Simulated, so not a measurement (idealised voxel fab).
process module | voxel transistor to metal
cross-section cut | 275 nm wide | cells 5 nm
A cross-section is a grid of square cells, given in bands from the top down. A band is one or more rows of cells.
Each band's line starts with the height of the band's top and of its bottom, in nm. Then come its materials from left to right, each with its width in nm. One material with "throughout" fills the band from edge to edge. "air" is empty space.
Height 0 is the level under which the wafer as received is all one material. The lowest band goes on downwards, as in "0 down".
A width such as "30 to 40" changes by the same amount from each row of cells to the next, from the band's top row to its bottom row.
"no change" after a step means that no cell of the cross-section changed.
closed voids: empty space of 8 cells or more with no open way to the top, each as width x height at its distance from the left edge, in nm
after a step's settings: what the simulator itself notes on the step
overlay nm, on a step with a mask: how far to the right of its planned place the mask lay; to the left if negative
plan
1 op RECEIVE | material Si
2 op OXIDIZE | depth nm 5
3 op CONFORMAL_DEP | material SiN | thk nm 10
4 op PATTERN | tone cover | mask id ACTIVE | material resist | width nm 105 | pitch nm 135 | thk nm 20 | overlay nm 0
5 op DIRECTIONAL_ETCH | etch materials SiN | depth nm 10
6 op DIRECTIONAL_ETCH | etch materials SiO2 | depth nm 5
7 op DIRECTIONAL_ETCH | etch materials Si | depth nm 35
8 op STRIP | etch materials resist
9 op FILL_DEP | material SiO2 | thk nm 15
10 op CMP | height nm 10
11 op SELECTIVE_ETCH | etch materials SiO2 | depth nm 5
12 op STRIP | etch materials SiN
13 op SELECTIVE_ETCH | etch materials SiO2 | depth nm 5
14 op OXIDIZE | depth nm 5
15 op DIRECTIONAL_DEP | material polySi | thk nm 30
16 op DIRECTIONAL_DEP | material SiCN | thk nm 15
17 op PATTERN | tone cover | mask id GATE | material resist | width nm 35 | pitch nm 135 | thk nm 15 | overlay nm 0
18 op DIRECTIONAL_ETCH | etch materials SiCN | depth nm 25
19 op DIRECTIONAL_ETCH | etch materials polySi | depth nm 40
20 op STRIP | etch materials resist
21 op CONFORMAL_DEP | material SiO2 | thk nm 5
22 op DIRECTIONAL_ETCH | etch materials SiO2 | depth nm 5
23 op CONFORMAL_DEP | material SiN | thk nm 5
24 op DIRECTIONAL_ETCH | etch materials SiN | depth nm 5
25 op DIRECTIONAL_ETCH | etch materials SiO2 | depth nm 5
26 op DIRECTIONAL_ETCH | etch materials Si | depth nm 10
27 op EPI | material nSi | thk nm 10
28 op FILL_DEP | material SiO2 | thk nm 10
29 op CMP | height nm 25
30 op STRIP | etch materials polySi
31 op SELECTIVE_ETCH | etch materials SiO2 | depth nm 5
32 op CONFORMAL_DEP | material HfO2 | thk nm 5
33 op CONFORMAL_DEP | material TiN | thk nm 5
34 op FILL_DEP | material W | thk nm 10
35 op CMP | height nm 20
36 op DIRECTIONAL_DEP | material SiO2 | thk nm 10
37 op PATTERN | tone open | mask id CONTACT | material resist | width nm 15 | thk nm 15 | overlay nm 0
38 op DIRECTIONAL_ETCH | etch materials SiO2 | depth nm 30
39 op STRIP | etch materials resist
40 op CONFORMAL_DEP | material TiN | thk nm 5
41 op FILL_DEP | material W | thk nm 10
42 op CMP | height nm 30
43 op DIRECTIONAL_DEP | material TiN | thk nm 5
44 op DIRECTIONAL_DEP | material Ru | thk nm 25
45 op DIRECTIONAL_DEP | material aC | thk nm 15
46 op PATTERN | tone cover | mask id METAL_1 | material resist | width nm 15 | thk nm 35 | overlay nm 0
47 op DIRECTIONAL_ETCH | etch materials aC | depth nm 15
48 op STRIP | etch materials resist
49 op DIRECTIONAL_ETCH | etch materials Ru | depth nm 25
50 op DIRECTIONAL_ETCH | etch materials TiN | depth nm 5
51 op STRIP | etch materials aC
52 op FILL_DEP | material SiO2 | thk nm 5
53 op CMP | height nm 60
54 op CONFORMAL_DEP | material SiCN | thk nm 5
55 op DIRECTIONAL_DEP | material SiO2 | thk nm 30
56 op MASKED_ETCH | tone open | mask id METAL_2 | width nm 15 | pitch nm 135 | etch materials SiO2 | depth nm 15 | overlay nm 0
57 op DIRECTIONAL_DEP | material aC | thk nm 15
58 op PATTERN | tone open | mask id METAL_2_HOLES | material resist | width nm 15 | pitch nm 135 | thk nm 30 | overlay nm 0
59 op DIRECTIONAL_ETCH | etch materials aC | depth nm 15
60 op STRIP | etch materials resist
61 op DIRECTIONAL_ETCH | etch materials SiO2 | depth nm 15
62 op DIRECTIONAL_ETCH | etch materials SiCN | depth nm 5
63 op STRIP | etch materials aC
64 op CONFORMAL_DEP | material TiN | thk nm 5
65 op FILL_DEP | material Cu | thk nm 10
66 op CMP | height nm 95
67 op CONFORMAL_DEP | material SiN | thk nm 5
first wafer, as planned
as received, after step 1
  0 down: Si throughout
  closed voids: none
after step 2
  0 to -5: SiO2 throughout
  below -5: unchanged
after step 3
  10 to 0: SiN throughout
  below 0: unchanged
after step 4
  30 to 10: air 15 | resist 105 | air 30 | resist 105 | air 20
  below 10: unchanged
after step 5
  30 to 10: air 15 | resist 105 | air 30 | resist 105 | air 20
  10 to 0: air 15 | SiN 105 | air 30 | SiN 105 | air 20
  below 0: unchanged
after step 6
  30 to 10: air 15 | resist 105 | air 30 | resist 105 | air 20
  10 to 0: air 15 | SiN 105 | air 30 | SiN 105 | air 20
  0 to -5: air 15 | SiO2 105 | air 30 | SiO2 105 | air 20
  below -5: unchanged
after step 7
  30 to 10: air 15 | resist 105 | air 30 | resist 105 | air 20
  10 to 0: air 15 | SiN 105 | air 30 | SiN 105 | air 20
  0 to -5: air 15 | SiO2 105 | air 30 | SiO2 105 | air 20
  -5 to -40: air 15 | Si 105 | air 30 | Si 105 | air 20
  below -40: unchanged
after step 8
  10 to 0: air 15 | SiN 105 | air 30 | SiN 105 | air 20
  below 0: unchanged
after step 9
  25 to 10: SiO2 throughout
  10 to 0: SiO2 15 | SiN 105 | SiO2 30 | SiN 105 | SiO2 20
  0 to -5: SiO2 throughout
  -5 to -40: SiO2 15 | Si 105 | SiO2 30 | Si 105 | SiO2 20
  below -40: unchanged
after step 10
  10 to 0: SiO2 15 | SiN 105 | SiO2 30 | SiN 105 | SiO2 20
  below 0: unchanged
after step 11
  10 to 5: air 15 | SiN 105 | air 30 | SiN 105 | air 20
  below 5: unchanged
after step 12
  5 to 0: SiO2 15 | air 105 | SiO2 30 | air 105 | SiO2 20
  below 0: unchanged
after step 13
  0 to -5: SiO2 10 | air 115 | SiO2 20 | air 115 | SiO2 15
  below -5: unchanged
after step 14
  0 to -5: SiO2 10 | air 115 | SiO2 20 | air 115 | SiO2 15
  -5 to -10: SiO2 throughout
  below -10: unchanged
after step 15
  30 to 25: polySi 10 | air 115 | polySi 20 | air 115 | polySi 15
  25 to 0: polySi throughout
  0 to -5: SiO2 10 | polySi 115 | SiO2 20 | polySi 115 | SiO2 15
  below -5: unchanged
after step 16
  45 to 40: SiCN 10 | air 115 | SiCN 20 | air 115 | SiCN 15
  40 to 30: SiCN throughout
  30 to 25: polySi 10 | SiCN 115 | polySi 20 | SiCN 115 | polySi 15
  below 25: unchanged
after step 17
  60 to 45: air 50 | resist 35 | air 100 | resist 35 | air 55
  45 to 40: SiCN 10 | air 40 | resist 35 | air 40 | SiCN 20 | air 40 | resist 35 | air 40 | SiCN 15
  below 40: unchanged
after step 18
  60 to 40: air 50 | resist 35 | air 100 | resist 35 | air 55
  40 to 30: air 50 | SiCN 35 | air 100 | SiCN 35 | air 55
  30 to 25: polySi 10 | air 40 | SiCN 35 | air 40 | polySi 20 | air 40 | SiCN 35 | air 40 | polySi 15
  below 25: unchanged
after step 19
  60 to 40: air 50 | resist 35 | air 100 | resist 35 | air 55
  40 to 25: air 50 | SiCN 35 | air 100 | SiCN 35 | air 55
  25 to 0: air 50 | polySi 35 | air 100 | polySi 35 | air 55
  0 to -5: SiO2 10 | air 40 | polySi 35 | air 40 | SiO2 20 | air 40 | polySi 35 | air 40 | SiO2 15
  below -5: unchanged
after step 20
  40 to 25: air 50 | SiCN 35 | air 100 | SiCN 35 | air 55
  below 25: unchanged
after step 21
  45 to 40: air 45 | SiO2 45 | air 90 | SiO2 45 | air 50
  40 to 25: air 45 | SiO2 5 | SiCN 35 | SiO2 5 | air 90 | SiO2 5 | SiCN 35 | SiO2 5 | air 50
  25 to 5: air 45 | SiO2 5 | polySi 35 | SiO2 5 | air 90 | SiO2 5 | polySi 35 | SiO2 5 | air 50
  5 to 0: SiO2 15 | air 30 | SiO2 5 | polySi 35 | SiO2 5 | air 30 | SiO2 30 | air 30 | SiO2 5 | polySi 35 | SiO2 5 | air 30 | SiO2 20
  0 to -5: SiO2 50 | polySi 35 | SiO2 100 | polySi 35 | SiO2 55
  below -5: unchanged
after step 22
  40 to 25: air 45 | SiO2 5 | SiCN 35 | SiO2 5 | air 90 | SiO2 5 | SiCN 35 | SiO2 5 | air 50
  25 to 0: air 45 | SiO2 5 | polySi 35 | SiO2 5 | air 90 | SiO2 5 | polySi 35 | SiO2 5 | air 50
  0 to -5: SiO2 15 | air 30 | SiO2 5 | polySi 35 | SiO2 5 | air 30 | SiO2 30 | air 30 | SiO2 5 | polySi 35 | SiO2 5 | air 30 | SiO2 20
  below -5: unchanged
after step 23
  45 to 40: air 40 | SiN 55 | air 80 | SiN 55 | air 45
  40 to 25: air 40 | SiN 5 | SiO2 5 | SiCN 35 | SiO2 5 | SiN 5 | air 80 | SiN 5 | SiO2 5 | SiCN 35 | SiO2 5 | SiN 5 | air 45
  25 to 5: air 40 | SiN 5 | SiO2 5 | polySi 35 | SiO2 5 | SiN 5 | air 80 | SiN 5 | SiO2 5 | polySi 35 | SiO2 5 | SiN 5 | air 45
  5 to 0: SiN 20 | air 20 | SiN 5 | SiO2 5 | polySi 35 | SiO2 5 | SiN 5 | air 20 | SiN 40 | air 20 | SiN 5 | SiO2 5 | polySi 35 | SiO2 5 | SiN 5 | air 20 | SiN 25
  0 to -5: SiO2 15 | SiN 30 | SiO2 5 | polySi 35 | SiO2 5 | SiN 30 | SiO2 30 | SiN 30 | SiO2 5 | polySi 35 | SiO2 5 | SiN 30 | SiO2 20
  below -5: unchanged
after step 24
  40 to 25: air 40 | SiN 5 | SiO2 5 | SiCN 35 | SiO2 5 | SiN 5 | air 80 | SiN 5 | SiO2 5 | SiCN 35 | SiO2 5 | SiN 5 | air 45
  25 to 0: air 40 | SiN 5 | SiO2 5 | polySi 35 | SiO2 5 | SiN 5 | air 80 | SiN 5 | SiO2 5 | polySi 35 | SiO2 5 | SiN 5 | air 45
  0 to -5: SiO2 15 | SiN 5 | air 20 | SiN 5 | SiO2 5 | polySi 35 | SiO2 5 | SiN 5 | air 20 | SiN 5 | SiO2 30 | SiN 5 | air 20 | SiN 5 | SiO2 5 | polySi 35 | SiO2 5 | SiN 5 | air 20 | SiN 5 | SiO2 20
  below -5: unchanged
after step 25
  40 to 35: air 40 | SiN 5 | air 5 | SiCN 35 | air 5 | SiN 5 | air 80 | SiN 5 | air 5 | SiCN 35 | air 5 | SiN 5 | air 45
  35 to 25: air 40 | SiN 5 | SiO2 5 | SiCN 35 | SiO2 5 | SiN 5 | air 80 | SiN 5 | SiO2 5 | SiCN 35 | SiO2 5 | SiN 5 | air 45
  25 to 0: air 40 | SiN 5 | SiO2 5 | polySi 35 | SiO2 5 | SiN 5 | air 80 | SiN 5 | SiO2 5 | polySi 35 | SiO2 5 | SiN 5 | air 45
  0 to -5: air 15 | SiN 5 | air 20 | SiN 5 | SiO2 5 | polySi 35 | SiO2 5 | SiN 5 | air 20 | SiN 5 | air 30 | SiN 5 | air 20 | SiN 5 | SiO2 5 | polySi 35 | SiO2 5 | SiN 5 | air 20 | SiN 5 | air 20
  -5 to -10: SiO2 20 | air 20 | SiO2 55 | air 20 | SiO2 40 | air 20 | SiO2 55 | air 20 | SiO2 25
  below -10: unchanged
after step 26
  40 to 35: air 40 | SiN 5 | air 5 | SiCN 35 | air 5 | SiN 5 | air 80 | SiN 5 | air 5 | SiCN 35 | air 5 | SiN 5 | air 45
  35 to 25: air 40 | SiN 5 | SiO2 5 | SiCN 35 | SiO2 5 | SiN 5 | air 80 | SiN 5 | SiO2 5 | SiCN 35 | SiO2 5 | SiN 5 | air 45
  25 to 0: air 40 | SiN 5 | SiO2 5 | polySi 35 | SiO2 5 | SiN 5 | air 80 | SiN 5 | SiO2 5 | polySi 35 | SiO2 5 | SiN 5 | air 45
  0 to -5: air 15 | SiN 5 | air 20 | SiN 5 | SiO2 5 | polySi 35 | SiO2 5 | SiN 5 | air 20 | SiN 5 | air 30 | SiN 5 | air 20 | SiN 5 | SiO2 5 | polySi 35 | SiO2 5 | SiN 5 | air 20 | SiN 5 | air 20
  -5 to -10: SiO2 20 | air 20 | SiO2 55 | air 20 | SiO2 40 | air 20 | SiO2 55 | air 20 | SiO2 25
  -10 to -20: SiO2 15 | Si 5 | air 20 | Si 55 | air 20 | Si 5 | SiO2 30 | Si 5 | air 20 | Si 55 | air 20 | Si 5 | SiO2 20
  below -20: unchanged
after step 27
  40 to 35: air 40 | SiN 5 | air 5 | SiCN 35 | air 5 | SiN 5 | air 80 | SiN 5 | air 5 | SiCN 35 | air 5 | SiN 5 | air 45
  35 to 25: air 40 | SiN 5 | SiO2 5 | SiCN 35 | SiO2 5 | SiN 5 | air 80 | SiN 5 | SiO2 5 | SiCN 35 | SiO2 5 | SiN 5 | air 45
  25 to 0: air 40 | SiN 5 | SiO2 5 | polySi 35 | SiO2 5 | SiN 5 | air 80 | SiN 5 | SiO2 5 | polySi 35 | SiO2 5 | SiN 5 | air 45
  0 to -5: air 15 | SiN 5 | nSi 20 | SiN 5 | SiO2 5 | polySi 35 | SiO2 5 | SiN 5 | nSi 20 | SiN 5 | air 30 | SiN 5 | nSi 20 | SiN 5 | SiO2 5 | polySi 35 | SiO2 5 | SiN 5 | nSi 20 | SiN 5 | air 20
  -5 to -10: SiO2 20 | nSi 20 | SiO2 55 | nSi 20 | SiO2 40 | nSi 20 | SiO2 55 | nSi 20 | SiO2 25
  -10 to -20: SiO2 15 | Si 5 | nSi 20 | Si 55 | nSi 20 | Si 5 | SiO2 30 | Si 5 | nSi 20 | Si 55 | nSi 20 | Si 5 | SiO2 20
  below -20: unchanged
after step 28
  50 to 40: SiO2 throughout
  40 to 25: SiO2 40 | SiN 5 | SiO2 5 | SiCN 35 | SiO2 5 | SiN 5 | SiO2 80 | SiN 5 | SiO2 5 | SiCN 35 | SiO2 5 | SiN 5 | SiO2 45
  25 to 0: SiO2 40 | SiN 5 | SiO2 5 | polySi 35 | SiO2 5 | SiN 5 | SiO2 80 | SiN 5 | SiO2 5 | polySi 35 | SiO2 5 | SiN 5 | SiO2 45
  0 to -5: SiO2 15 | SiN 5 | nSi 20 | SiN 5 | SiO2 5 | polySi 35 | SiO2 5 | SiN 5 | nSi 20 | SiN 5 | SiO2 30 | SiN 5 | nSi 20 | SiN 5 | SiO2 5 | polySi 35 | SiO2 5 | SiN 5 | nSi 20 | SiN 5 | SiO2 20
  below -5: unchanged
after step 29
  25 to 0: SiO2 40 | SiN 5 | SiO2 5 | polySi 35 | SiO2 5 | SiN 5 | SiO2 80 | SiN 5 | SiO2 5 | polySi 35 | SiO2 5 | SiN 5 | SiO2 45
  below 0: unchanged
after step 30
  25 to 0: SiO2 40 | SiN 5 | SiO2 5 | air 35 | SiO2 5 | SiN 5 | SiO2 80 | SiN 5 | SiO2 5 | air 35 | SiO2 5 | SiN 5 | SiO2 45
  0 to -5: SiO2 15 | SiN 5 | nSi 20 | SiN 5 | SiO2 5 | air 35 | SiO2 5 | SiN 5 | nSi 20 | SiN 5 | SiO2 30 | SiN 5 | nSi 20 | SiN 5 | SiO2 5 | air 35 | SiO2 5 | SiN 5 | nSi 20 | SiN 5 | SiO2 20
  below -5: unchanged
after step 31
  25 to 20: air 40 | SiN 5 | air 45 | SiN 5 | air 80 | SiN 5 | air 45 | SiN 5 | air 45
  20 to 0: SiO2 40 | SiN 5 | air 45 | SiN 5 | SiO2 80 | SiN 5 | air 45 | SiN 5 | SiO2 45
  0 to -5: SiO2 15 | SiN 5 | nSi 20 | SiN 5 | air 45 | SiN 5 | nSi 20 | SiN 5 | SiO2 30 | SiN 5 | nSi 20 | SiN 5 | air 45 | SiN 5 | nSi 20 | SiN 5 | SiO2 20
  -5 to -10: SiO2 20 | nSi 20 | SiO2 5 | air 45 | SiO2 5 | nSi 20 | SiO2 40 | nSi 20 | SiO2 5 | air 45 | SiO2 5 | nSi 20 | SiO2 25
  below -10: unchanged
after step 32
  30 to 25: air 35 | HfO2 15 | air 35 | HfO2 15 | air 70 | HfO2 15 | air 35 | HfO2 15 | air 40
  25 to 20: HfO2 40 | SiN 5 | HfO2 5 | air 35 | HfO2 5 | SiN 5 | HfO2 80 | SiN 5 | HfO2 5 | air 35 | HfO2 5 | SiN 5 | HfO2 45
  20 to 0: SiO2 40 | SiN 5 | HfO2 5 | air 35 | HfO2 5 | SiN 5 | SiO2 80 | SiN 5 | HfO2 5 | air 35 | HfO2 5 | SiN 5 | SiO2 45
  0 to -5: SiO2 15 | SiN 5 | nSi 20 | SiN 5 | HfO2 5 | air 35 | HfO2 5 | SiN 5 | nSi 20 | SiN 5 | SiO2 30 | SiN 5 | nSi 20 | SiN 5 | HfO2 5 | air 35 | HfO2 5 | SiN 5 | nSi 20 | SiN 5 | SiO2 20
  -5 to -10: SiO2 20 | nSi 20 | SiO2 5 | HfO2 45 | SiO2 5 | nSi 20 | SiO2 40 | nSi 20 | SiO2 5 | HfO2 45 | SiO2 5 | nSi 20 | SiO2 25
  below -10: unchanged
after step 33
  35 to 30: air 30 | TiN 25 | air 25 | TiN 25 | air 60 | TiN 25 | air 25 | TiN 25 | air 35
  30 to 25: TiN 35 | HfO2 15 | TiN 5 | air 25 | TiN 5 | HfO2 15 | TiN 70 | HfO2 15 | TiN 5 | air 25 | TiN 5 | HfO2 15 | TiN 40
  25 to 20: HfO2 40 | SiN 5 | HfO2 5 | TiN 5 | air 25 | TiN 5 | HfO2 5 | SiN 5 | HfO2 80 | SiN 5 | HfO2 5 | TiN 5 | air 25 | TiN 5 | HfO2 5 | SiN 5 | HfO2 45
  20 to 0: SiO2 40 | SiN 5 | HfO2 5 | TiN 5 | air 25 | TiN 5 | HfO2 5 | SiN 5 | SiO2 80 | SiN 5 | HfO2 5 | TiN 5 | air 25 | TiN 5 | HfO2 5 | SiN 5 | SiO2 45
  0 to -5: SiO2 15 | SiN 5 | nSi 20 | SiN 5 | HfO2 5 | TiN 35 | HfO2 5 | SiN 5 | nSi 20 | SiN 5 | SiO2 30 | SiN 5 | nSi 20 | SiN 5 | HfO2 5 | TiN 35 | HfO2 5 | SiN 5 | nSi 20 | SiN 5 | SiO2 20
  below -5: unchanged
after step 34
  45 to 35: W throughout
  35 to 30: W 30 | TiN 25 | W 25 | TiN 25 | W 60 | TiN 25 | W 25 | TiN 25 | W 35
  30 to 25: TiN 35 | HfO2 15 | TiN 5 | W 25 | TiN 5 | HfO2 15 | TiN 70 | HfO2 15 | TiN 5 | W 25 | TiN 5 | HfO2 15 | TiN 40
  25 to 20: HfO2 40 | SiN 5 | HfO2 5 | TiN 5 | W 25 | TiN 5 | HfO2 5 | SiN 5 | HfO2 80 | SiN 5 | HfO2 5 | TiN 5 | W 25 | TiN 5 | HfO2 5 | SiN 5 | HfO2 45
  20 to 0: SiO2 40 | SiN 5 | HfO2 5 | TiN 5 | W 25 | TiN 5 | HfO2 5 | SiN 5 | SiO2 80 | SiN 5 | HfO2 5 | TiN 5 | W 25 | TiN 5 | HfO2 5 | SiN 5 | SiO2 45
  below 0: unchanged
after step 35
  20 to 0: SiO2 40 | SiN 5 | HfO2 5 | TiN 5 | W 25 | TiN 5 | HfO2 5 | SiN 5 | SiO2 80 | SiN 5 | HfO2 5 | TiN 5 | W 25 | TiN 5 | HfO2 5 | SiN 5 | SiO2 45
  below 0: unchanged
after step 36
  30 to 20: SiO2 throughout
  below 20: unchanged
after step 37
  45 to 30: resist 20 | air 15 | resist 65 | air 15 | resist 40 | air 15 | resist 65 | air 15 | resist 25
  below 30: unchanged
after step 38
  45 to 30: resist 20 | air 15 | resist 65 | air 15 | resist 40 | air 15 | resist 65 | air 15 | resist 25
  30 to 20: SiO2 20 | air 15 | SiO2 65 | air 15 | SiO2 40 | air 15 | SiO2 65 | air 15 | SiO2 25
  20 to 0: SiO2 20 | air 15 | SiO2 5 | SiN 5 | HfO2 5 | TiN 5 | W 25 | TiN 5 | HfO2 5 | SiN 5 | SiO2 5 | air 15 | SiO2 40 | air 15 | SiO2 5 | SiN 5 | HfO2 5 | TiN 5 | W 25 | TiN 5 | HfO2 5 | SiN 5 | SiO2 5 | air 15 | SiO2 25
  below 0: unchanged
after step 39
  30 to 20: SiO2 20 | air 15 | SiO2 65 | air 15 | SiO2 40 | air 15 | SiO2 65 | air 15 | SiO2 25
  below 20: unchanged
after step 40
  35 to 30: TiN 25 | air 5 | TiN 75 | air 5 | TiN 50 | air 5 | TiN 75 | air 5 | TiN 30
  30 to 20: SiO2 20 | TiN 5 | air 5 | TiN 5 | SiO2 65 | TiN 5 | air 5 | TiN 5 | SiO2 40 | TiN 5 | air 5 | TiN 5 | SiO2 65 | TiN 5 | air 5 | TiN 5 | SiO2 25
  20 to 5: SiO2 20 | TiN 5 | air 5 | TiN 5 | SiO2 5 | SiN 5 | HfO2 5 | TiN 5 | W 25 | TiN 5 | HfO2 5 | SiN 5 | SiO2 5 | TiN 5 | air 5 | TiN 5 | SiO2 40 | TiN 5 | air 5 | TiN 5 | SiO2 5 | SiN 5 | HfO2 5 | TiN 5 | W 25 | TiN 5 | HfO2 5 | SiN 5 | SiO2 5 | TiN 5 | air 5 | TiN 5 | SiO2 25
  5 to 0: SiO2 20 | TiN 15 | SiO2 5 | SiN 5 | HfO2 5 | TiN 5 | W 25 | TiN 5 | HfO2 5 | SiN 5 | SiO2 5 | TiN 15 | SiO2 40 | TiN 15 | SiO2 5 | SiN 5 | HfO2 5 | TiN 5 | W 25 | TiN 5 | HfO2 5 | SiN 5 | SiO2 5 | TiN 15 | SiO2 25
  below 0: unchanged
after step 41
  45 to 35: W throughout
  35 to 30: TiN 25 | W 5 | TiN 75 | W 5 | TiN 50 | W 5 | TiN 75 | W 5 | TiN 30
  30 to 20: SiO2 20 | TiN 5 | W 5 | TiN 5 | SiO2 65 | TiN 5 | W 5 | TiN 5 | SiO2 40 | TiN 5 | W 5 | TiN 5 | SiO2 65 | TiN 5 | W 5 | TiN 5 | SiO2 25
  20 to 5: SiO2 20 | TiN 5 | W 5 | TiN 5 | SiO2 5 | SiN 5 | HfO2 5 | TiN 5 | W 25 | TiN 5 | HfO2 5 | SiN 5 | SiO2 5 | TiN 5 | W 5 | TiN 5 | SiO2 40 | TiN 5 | W 5 | TiN 5 | SiO2 5 | SiN 5 | HfO2 5 | TiN 5 | W 25 | TiN 5 | HfO2 5 | SiN 5 | SiO2 5 | TiN 5 | W 5 | TiN 5 | SiO2 25
  below 5: unchanged
after step 42
  30 to 20: SiO2 20 | TiN 5 | W 5 | TiN 5 | SiO2 65 | TiN 5 | W 5 | TiN 5 | SiO2 40 | TiN 5 | W 5 | TiN 5 | SiO2 65 | TiN 5 | W 5 | TiN 5 | SiO2 25
  below 20: unchanged
after step 43
  35 to 30: TiN throughout
  below 30: unchanged
after step 44
  60 to 35: Ru throughout
  below 35: unchanged
after step 45
  75 to 60: aC throughout
  below 60: unchanged
after step 46
  110 to 75: air 20 | resist 15 | air 65 | resist 15 | air 40 | resist 15 | air 65 | resist 15 | air 25
  below 75: unchanged
after step 47
  95 to 75: air 20 | resist 15 | air 65 | resist 15 | air 40 | resist 15 | air 65 | resist 15 | air 25
  75 to 60: air 20 | aC 15 | air 65 | aC 15 | air 40 | aC 15 | air 65 | aC 15 | air 25
  below 60: unchanged
after step 48
  75 to 60: air 20 | aC 15 | air 65 | aC 15 | air 40 | aC 15 | air 65 | aC 15 | air 25
  below 60: unchanged
after step 49
  75 to 60: air 20 | aC 15 | air 65 | aC 15 | air 40 | aC 15 | air 65 | aC 15 | air 25
  60 to 35: air 20 | Ru 15 | air 65 | Ru 15 | air 40 | Ru 15 | air 65 | Ru 15 | air 25
  below 35: unchanged
after step 50
  75 to 60: air 20 | aC 15 | air 65 | aC 15 | air 40 | aC 15 | air 65 | aC 15 | air 25
  60 to 35: air 20 | Ru 15 | air 65 | Ru 15 | air 40 | Ru 15 | air 65 | Ru 15 | air 25
  35 to 30: air 20 | TiN 15 | air 65 | TiN 15 | air 40 | TiN 15 | air 65 | TiN 15 | air 25
  below 30: unchanged
after step 51
  60 to 35: air 20 | Ru 15 | air 65 | Ru 15 | air 40 | Ru 15 | air 65 | Ru 15 | air 25
  below 35: unchanged
after step 52
  65 to 60: SiO2 throughout
  60 to 35: SiO2 20 | Ru 15 | SiO2 65 | Ru 15 | SiO2 40 | Ru 15 | SiO2 65 | Ru 15 | SiO2 25
  35 to 30: SiO2 20 | TiN 15 | SiO2 65 | TiN 15 | SiO2 40 | TiN 15 | SiO2 65 | TiN 15 | SiO2 25
  below 30: unchanged
after step 53
  60 to 35: SiO2 20 | Ru 15 | SiO2 65 | Ru 15 | SiO2 40 | Ru 15 | SiO2 65 | Ru 15 | SiO2 25
  below 35: unchanged
after step 54
  65 to 60: SiCN throughout
  below 60: unchanged
after step 55
  95 to 65: SiO2 throughout
  below 65: unchanged
after step 56
  95 to 80: SiO2 20 | air 15 | SiO2 120 | air 15 | SiO2 105
  below 80: unchanged
after step 57
  110 to 95: aC 20 | air 15 | aC 120 | air 15 | aC 105
  95 to 80: SiO2 20 | aC 15 | SiO2 120 | aC 15 | SiO2 105
  below 80: unchanged
after step 58
  140 to 110: resist 20 | air 15 | resist 120 | air 15 | resist 105
  below 110: unchanged
after step 59
  125 to 110: resist 20 | air 15 | resist 120 | air 15 | resist 105
  110 to 95: aC 20 | air 15 | aC 120 | air 15 | aC 105
  95 to 80: SiO2 20 | air 15 | SiO2 120 | air 15 | SiO2 105
  below 80: unchanged
after step 60
  110 to 95: aC 20 | air 15 | aC 120 | air 15 | aC 105
  below 95: unchanged
after step 61
  110 to 95: aC 20 | air 15 | aC 120 | air 15 | aC 105
  95 to 65: SiO2 20 | air 15 | SiO2 120 | air 15 | SiO2 105
  below 65: unchanged
after step 62
  110 to 95: aC 20 | air 15 | aC 120 | air 15 | aC 105
  95 to 65: SiO2 20 | air 15 | SiO2 120 | air 15 | SiO2 105
  65 to 60: SiCN 20 | air 15 | SiCN 120 | air 15 | SiCN 105
  below 60: unchanged
after step 63
  95 to 65: SiO2 20 | air 15 | SiO2 120 | air 15 | SiO2 105
  below 65: unchanged
after step 64
  100 to 95: TiN 25 | air 5 | TiN 130 | air 5 | TiN 110
  95 to 65: SiO2 20 | TiN 5 | air 5 | TiN 5 | SiO2 120 | TiN 5 | air 5 | TiN 5 | SiO2 105
  65 to 60: SiCN 20 | TiN 15 | SiCN 120 | TiN 15 | SiCN 105
  below 60: unchanged
after step 65
  110 to 100: Cu throughout
  100 to 95: TiN 25 | Cu 5 | TiN 130 | Cu 5 | TiN 110
  95 to 65: SiO2 20 | TiN 5 | Cu 5 | TiN 5 | SiO2 120 | TiN 5 | Cu 5 | TiN 5 | SiO2 105
  below 65: unchanged
after step 66
  95 to 65: SiO2 20 | TiN 5 | Cu 5 | TiN 5 | SiO2 120 | TiN 5 | Cu 5 | TiN 5 | SiO2 105
  below 65: unchanged
after step 67
  100 to 95: SiN throughout
  below 95: unchanged
second wafer: like start, like plan, one mistake. Through step 54 it matches the first wafer
when step 55 should have ended
  125 to 65: SiO2 throughout
  below 65: unchanged
when step 56 should have ended
  125 to 110: SiO2 20 | air 15 | SiO2 120 | air 15 | SiO2 105
  below 110: unchanged
when step 57 should have ended
  140 to 125: aC 20 | air 15 | aC 120 | air 15 | aC 105
  125 to 110: SiO2 20 | aC 15 | SiO2 120 | aC 15 | SiO2 105
  below 110: unchanged
when step 58 should have ended
  170 to 140: resist 20 | air 15 | resist 120 | air 15 | resist 105
  below 140: unchanged
when step 59 should have ended
  155 to 140: resist 20 | air 15 | resist 120 | air 15 | resist 105
  140 to 125: aC 20 | air 15 | aC 120 | air 15 | aC 105
  125 to 110: SiO2 20 | air 15 | SiO2 120 | air 15 | SiO2 105
  below 110: unchanged
when step 60 should have ended
  140 to 125: aC 20 | air 15 | aC 120 | air 15 | aC 105
  below 125: unchanged
when step 61 should have ended
  140 to 125: aC 20 | air 15 | aC 120 | air 15 | aC 105
  125 to 95: SiO2 20 | air 15 | SiO2 120 | air 15 | SiO2 105
  below 95: unchanged
when step 62 should have ended: no change
when step 63 should have ended
  125 to 95: SiO2 20 | air 15 | SiO2 120 | air 15 | SiO2 105
  below 95: unchanged
when step 64 should have ended
  130 to 125: TiN 25 | air 5 | TiN 130 | air 5 | TiN 110
  125 to 100: SiO2 20 | TiN 5 | air 5 | TiN 5 | SiO2 120 | TiN 5 | air 5 | TiN 5 | SiO2 105
  100 to 95: SiO2 20 | TiN 15 | SiO2 120 | TiN 15 | SiO2 105
  below 95: unchanged
when step 65 should have ended
  140 to 130: Cu throughout
  130 to 125: TiN 25 | Cu 5 | TiN 130 | Cu 5 | TiN 110
  125 to 100: SiO2 20 | TiN 5 | Cu 5 | TiN 5 | SiO2 120 | TiN 5 | Cu 5 | TiN 5 | SiO2 105
  below 100: unchanged
when step 66 should have ended
  95 to 65: SiO2 throughout
  below 65: unchanged
when step 67 should have ended
  100 to 95: SiN throughout
  below 95: unchanged
what went wrong: step 55 was run twice
at the end the second wafer has, in cells: 12 fewer of Cu | 6 more of SiCN | 36 more of SiO2 | 30 fewer of TiN
